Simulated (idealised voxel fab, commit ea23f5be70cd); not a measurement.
process module | voxel wiring stack
cross-section cut | 255 nm wide | cells 5 nm
A cross-section is a grid of square cells, given in bands from the top down. A band is one or more rows of cells.
Each band's line starts with the height of the band's top and of its bottom, in nm. Then come its materials from left to right, each with its width in nm. One material with "throughout" fills the band from edge to edge. "air" is empty space.
Height 0 is the level under which the wafer as received is all one material. The lowest band goes on downwards, as in "0 down".
A width such as "30 to 40" changes by the same amount from each row of cells to the next, from the band's top row to its bottom row.
"no change" after a step means that no cell of the cross-section changed.
closed voids: empty space of 8 cells or more with no open way to the top, each as width x height at its distance from the left edge, in nm
after a step's settings: what the simulator itself notes on the step
overlay nm, on a step with a mask: how far to the right of its planned place the mask lay; to the left if negative
plan
1 op RECEIVE | material Si
2 op CONFORMAL_DEP | material SiO2 | thk nm 15
3 op DIRECTIONAL_DEP | material TiN | thk nm 5
4 op DIRECTIONAL_DEP | material W | thk nm 15
5 op DIRECTIONAL_DEP | material aC | thk nm 10
6 op PATTERN | tone cover | mask id METAL_1 | material resist | width nm 30 | pitch nm 50 | thk nm 25 | overlay nm 0
7 op DIRECTIONAL_ETCH | etch materials aC | depth nm 10
8 op STRIP | etch materials resist
9 op DIRECTIONAL_ETCH | etch materials W | depth nm 15
10 op DIRECTIONAL_ETCH | etch materials TiN | depth nm 5
11 op STRIP | etch materials aC
12 op FILL_DEP | material SiO2 | thk nm 10
13 op CMP | height nm 35
14 op CONFORMAL_DEP | material SiCN | thk nm 5
15 op DIRECTIONAL_DEP | material lowk | thk nm 10
16 op PATTERN | tone open | mask id PLUG_1 | material resist | width nm 15 | pitch nm 50 | thk nm 20 | overlay nm 0
17 op DIRECTIONAL_ETCH | etch materials lowk | depth nm 10
18 op DIRECTIONAL_ETCH | etch materials SiCN | depth nm 5
19 op STRIP | etch materials resist
20 op CONFORMAL_DEP | material TiN | thk nm 5
21 op FILL_DEP | material Ru | thk nm 5
22 op CMP | height nm 50
23 op DIRECTIONAL_DEP | material TiN | thk nm 5
24 op DIRECTIONAL_DEP | material Ru | thk nm 15
25 op DIRECTIONAL_DEP | material aC | thk nm 10
26 op PATTERN | tone cover | mask id METAL_2 | material resist | width nm 30 | pitch nm 50 | thk nm 25 | overlay nm 0
27 op DIRECTIONAL_ETCH | etch materials aC | depth nm 10
28 op STRIP | etch materials resist
29 op DIRECTIONAL_ETCH | etch materials Ru | depth nm 15
30 op DIRECTIONAL_ETCH | etch materials TiN | depth nm 5
31 op STRIP | etch materials aC
32 op CONFORMAL_DEP | material SiCN | thk nm 5
33 op FILL_DEP | material lowk | thk nm 10
34 op CMP | height nm 70
35 op CONFORMAL_DEP | material SiCN | thk nm 5
as received, after step 1
  0 down: Si throughout
  closed voids: none
a wafer at the end: this start, this plan, one mistake
  75 to 70: SiCN throughout
  70 to 55: lowk 30 | SiCN 5 | Ru 30 | SiCN 5 | lowk 10 | SiCN 5 | Ru 30 | SiCN 5 | lowk 10 | SiCN 5 | Ru 30 | SiCN 5 | lowk 10 | SiCN 5 | Ru 30 | SiCN 5 | lowk 35
  55 to 50: SiCN 35 | TiN 30 | SiCN 20 | TiN 30 | SiCN 20 | TiN 30 | SiCN 20 | TiN 30 | SiCN 40
  50 to 40: lowk 30 | TiN 5 | Ru 15 | TiN 5 | lowk 25 | TiN 5 | Ru 15 | TiN 5 | lowk 25 | TiN 5 | Ru 15 | TiN 5 | lowk 25 | TiN 5 | Ru 15 | TiN 5 | lowk 50
  40 to 35: SiCN 30 | TiN 25 | SiCN 25 | TiN 25 | SiCN 25 | TiN 25 | SiCN 25 | TiN 25 | SiCN 50
  35 to 20: SiO2 35 | W 30 | SiO2 20 | W 30 | SiO2 20 | W 30 | SiO2 20 | W 30 | SiO2 40
  20 to 15: SiO2 35 | TiN 30 | SiO2 20 | TiN 30 | SiO2 20 | TiN 30 | SiO2 20 | TiN 30 | SiO2 40
  15 to 0: SiO2 throughout
  0 down: Si throughout
  closed voids: none
what went wrong: step 16 ran as: op PATTERN | tone open | mask id PLUG_1 | material resist | width nm 25 | pitch nm 50 | thk nm 20 | overlay nm 0
